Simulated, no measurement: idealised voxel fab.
The process module that follows is named voxel ribs on slabs.
Pictured: cross-section cut, 205 nm wide, on a grid of 5 nm square cells.
We lay out every cross-section as a grid of square cells and spell it out in bands from the top down, where one band means one or more rows of cells. Read a band's entry like this: the first values are the height of its top and the height of its bottom in nm, and what follows is the sequence of materials from left to right, each with its width in nm. Note that "air" is empty space, and that a single material marked "full width" reaches across the band from edge to edge. It should be noted that heights are counted from 0, beneath which the wafer as supplied is of one material throughout, and that the lowest band possesses no lower boundary but continues downward, as written in "top 0, no bottom". The expression "30->40" gives the width at the extremes of the band, the first number at its top row of cells and the second at its bottom row, with the width changing by equal amounts from each row to the next in between. "no modifications" means the step left every cell of the cross-section as it was. Each empty space that has no open way to the top and spans at least 8 cells appears under "Unvented internal voids" as width x height at distance, the distance counted from the left edge, all in nm. Formally, on a step line, whatever follows the settings is a remark that the simulator itself makes on the step. A step's line can hold "overlay nm"; with a mask on that step, the setting says how far right of the planned place the mask lay, while a negative setting says it lay to the left.
-- Steps planned for the process
- 1: RECEIVE, material Si
- 2: DIRECTIONAL_DEP, material SiO2, thk nm 25
- 3: DIRECTIONAL_DEP, material polySi, thk nm 15
- 4: DIRECTIONAL_DEP, material aC, thk nm 15
- 5: PATTERN, tone cover, mask id RIB, material resist, width nm 25, thk nm 35, overlay nm 0
- 6: DIRECTIONAL_ETCH, etch materials aC, depth nm 15
- 7: STRIP, etch materials resist
- 8: DIRECTIONAL_ETCH, etch materials polySi, depth nm 5
- 9: STRIP, etch materials aC
- 10: DIRECTIONAL_DEP, material aC, thk nm 15
- 11: PATTERN, tone cover, mask id SLAB, material resist, width nm 85, thk nm 30, overlay nm 0
- 12: DIRECTIONAL_ETCH, etch materials aC, depth nm 15
- 13: STRIP, etch materials resist
- 14: DIRECTIONAL_ETCH, etch materials polySi, depth nm 10
- 15: STRIP, etch materials aC
- 16: FILL_DEP, material SiO2, thk nm 15
- 17: CMP, height nm 50
- 18: DIRECTIONAL_DEP, material TiN, thk nm 10
- 19: DIRECTIONAL_DEP, material aC, thk nm 15
- 20: PATTERN, tone cover, mask id HEATER, material resist, width nm 35, thk nm 35, overlay nm 0
- 21: DIRECTIONAL_ETCH, etch materials aC, depth nm 15
- 22: STRIP, etch materials resist
- 23: DIRECTIONAL_ETCH, etch materials TiN, depth nm 10
- 24: STRIP, etch materials aC
- 25: CONFORMAL_DEP, material SiN, thk nm 10
-- Step 1 complete: cross-section of the wafer as received
> top 0, no bottom: Si full width
> Unvented internal voids: none
-- a wafer at the end: this start, this plan, one mistake
> top 70, bottom 65: air: 75, SiN: 55, air: 75
> top 65, bottom 60: SiN full width
> top 60, bottom 55: SiN: 85, TiN: 35, SiN: 85
> top 55, bottom 50: TiN full width
> top 50, bottom 40: SiO2 full width
> top 40, bottom 35: SiO2: 90, polySi: 25, SiO2: 90
> top 35, bottom 25: SiO2: 60, polySi: 85, SiO2: 60
> top 25, bottom 0: SiO2 full width
> top 0, no bottom: Si full width
> Unvented internal voids: none
It is concluded that the wafer was processed incorrectly with respect to the plan, in that step 23 was run on a setting that differed from the plan, and what really ran there is DIRECTIONAL_ETCH, etch materials TiN, depth nm 5
